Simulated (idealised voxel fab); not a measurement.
process module | voxel transistor to metal
cross-section cut | 300 nm wide | cells 5 nm
A cross-section is a grid of square cells, given in bands from the top down. A band is one or more rows of cells.
Each band's line starts with the height of the band's top and of its bottom, in nm. Then come its materials from left to right, each with its width in nm. One material with "throughout" fills the band from edge to edge. "air" is empty space.
Height 0 is the level under which the wafer as received is all one material. The lowest band goes on downwards, as in "0 down".
A width such as "30 to 40" changes by the same amount from each row of cells to the next, from the band's top row to its bottom row.
"no change" after a step means that no cell of the cross-section changed.
closed voids: empty space of 8 cells or more with no open way to the top, each as width x height at its distance from the left edge, in nm
after a step's settings: what the simulator itself notes on the step
overlay nm, on a step with a mask: how far to the right of its planned place the mask lay; to the left if negative
plan
1 op RECEIVE | material Si
2 op OXIDIZE | depth nm 5
3 op CONFORMAL_DEP | material SiN | thk nm 10
4 op MASKED_ETCH | tone cover | mask id ACTIVE | width nm 115 | pitch nm 135 | etch materials SiN | depth nm 10 | overlay nm 0
5 op MASKED_ETCH | tone cover | mask id ACTIVE | width nm 115 | pitch nm 135 | etch materials SiO2 | depth nm 5 | overlay nm 0
6 op MASKED_ETCH | tone cover | mask id ACTIVE | width nm 115 | pitch nm 135 | etch materials Si | depth nm 35 | overlay nm 0
7 op OXIDIZE | depth nm 5
8 op FILL_DEP | material SiO2 | thk nm 10
9 op CMP | height nm 10
10 op SELECTIVE_ETCH | etch materials SiO2 | depth nm 5
11 op STRIP | etch materials SiN
12 op SELECTIVE_ETCH | etch materials SiO2 | depth nm 5
13 op OXIDIZE | depth nm 5
14 op DIRECTIONAL_DEP | material polySi | thk nm 20
15 op DIRECTIONAL_DEP | material SiCN | thk nm 15
16 op DIRECTIONAL_DEP | material aC | thk nm 10
17 op PATTERN | tone cover | mask id GATE | material resist | width nm 25 | pitch nm 135 | thk nm 30 | overlay nm 0
18 op DIRECTIONAL_ETCH | etch materials aC | depth nm 10
19 op STRIP | etch materials resist
20 op DIRECTIONAL_ETCH | etch materials SiCN | depth nm 25
21 op DIRECTIONAL_ETCH | etch materials polySi | depth nm 30
22 op STRIP | etch materials aC
23 op CONFORMAL_DEP | material SiO2 | thk nm 5
24 op DIRECTIONAL_ETCH | etch materials SiO2 | depth nm 5
25 op CONFORMAL_DEP | material SiN | thk nm 5
26 op DIRECTIONAL_ETCH | etch materials SiN | depth nm 5
27 op DIRECTIONAL_ETCH | etch materials SiO2 | depth nm 5
28 op DIRECTIONAL_ETCH | etch materials Si | depth nm 10
29 op EPI | material pSi | thk nm 10
30 op FILL_DEP | material SiO2 | thk nm 5
31 op CMP | height nm 15
32 op STRIP | etch materials polySi
33 op SELECTIVE_ETCH | etch materials SiO2 | depth nm 5
34 op CONFORMAL_DEP | material HfO2 | thk nm 5
35 op CONFORMAL_DEP | material TiN | thk nm 5
36 op FILL_DEP | material W | thk nm 10
37 op CMP | height nm 10
38 op DIRECTIONAL_DEP | material SiO2 | thk nm 15
39 op MASKED_ETCH | tone open | mask id CONTACT | width nm 15 | etch materials SiO2 | depth nm 35 | overlay nm 0
40 op CONFORMAL_DEP | material TiN | thk nm 5
41 op FILL_DEP | material Ru | thk nm 10
42 op CMP | height nm 25
43 op DIRECTIONAL_DEP | material TiN | thk nm 5
44 op DIRECTIONAL_DEP | material Ru | thk nm 25
45 op MASKED_ETCH | tone cover | mask id METAL_1 | width nm 15 | etch materials Ru | depth nm 25 | overlay nm 0
46 op MASKED_ETCH | tone cover | mask id METAL_1 | width nm 15 | etch materials TiN | depth nm 5 | overlay nm 0
47 op FILL_DEP | material lowk | thk nm 5
48 op CMP | height nm 55
49 op CONFORMAL_DEP | material SiN | thk nm 5
as received, after step 1
  0 down: Si throughout
  closed voids: none
a wafer at the end: this start, this plan, one mistake
  60 to 55: SiN throughout
  55 to 30: lowk 35 | Ru 15 | lowk 65 | Ru 15 | lowk 40 | Ru 15 | lowk 65 | Ru 15 | lowk 35
  30 to 25: lowk 35 | TiN 15 | lowk 65 | TiN 15 | lowk 40 | TiN 15 | lowk 65 | TiN 15 | lowk 35
  25 to 10: SiO2 35 | TiN 5 | Ru 5 | TiN 5 | SiO2 65 | TiN 5 | Ru 5 | TiN 5 | SiO2 40 | TiN 5 | Ru 5 | TiN 5 | SiO2 65 | TiN 5 | Ru 5 | TiN 5 | SiO2 35
  10 to 0: SiO2 35 | TiN 5 | Ru 5 | TiN 5 | SiO2 10 | SiN 5 | HfO2 5 | TiN 5 | W 15 | TiN 5 | HfO2 5 | SiN 5 | SiO2 10 | TiN 5 | Ru 5 | TiN 5 | SiO2 40 | TiN 5 | Ru 5 | TiN 5 | SiO2 10 | SiN 5 | HfO2 5 | TiN 5 | W 15 | TiN 5 | HfO2 5 | SiN 5 | SiO2 10 | TiN 5 | Ru 5 | TiN 5 | SiO2 35
  0 to -5: SiO2 25 | SiN 5 | SiO2 5 | TiN 15 | pSi 10 | SiN 5 | HfO2 5 | TiN 25 | HfO2 5 | SiN 5 | pSi 10 | TiN 15 | SiO2 5 | SiN 5 | SiO2 20 | SiN 5 | SiO2 5 | TiN 15 | pSi 10 | SiN 5 | HfO2 5 | TiN 25 | HfO2 5 | SiN 5 | pSi 10 | TiN 15 | SiO2 5 | SiN 5 | SiO2 25
  -5 to -10: SiO2 30 | pSi 30 | SiO2 5 | HfO2 35 | SiO2 5 | pSi 30 | SiO2 30 | pSi 30 | SiO2 5 | HfO2 35 | SiO2 5 | pSi 30 | SiO2 30
  -10 to -15: SiO2 30 | pSi 30 | Si 45 | pSi 30 | SiO2 30 | pSi 30 | Si 45 | pSi 30 | SiO2 30
  -15 to -45: SiO2 30 | Si 105 | SiO2 30 | Si 105 | SiO2 30
  -45 down: Si throughout
  closed voids: none
what went wrong: step 28 ran as: op DIRECTIONAL_ETCH | etch materials Si | depth nm 5
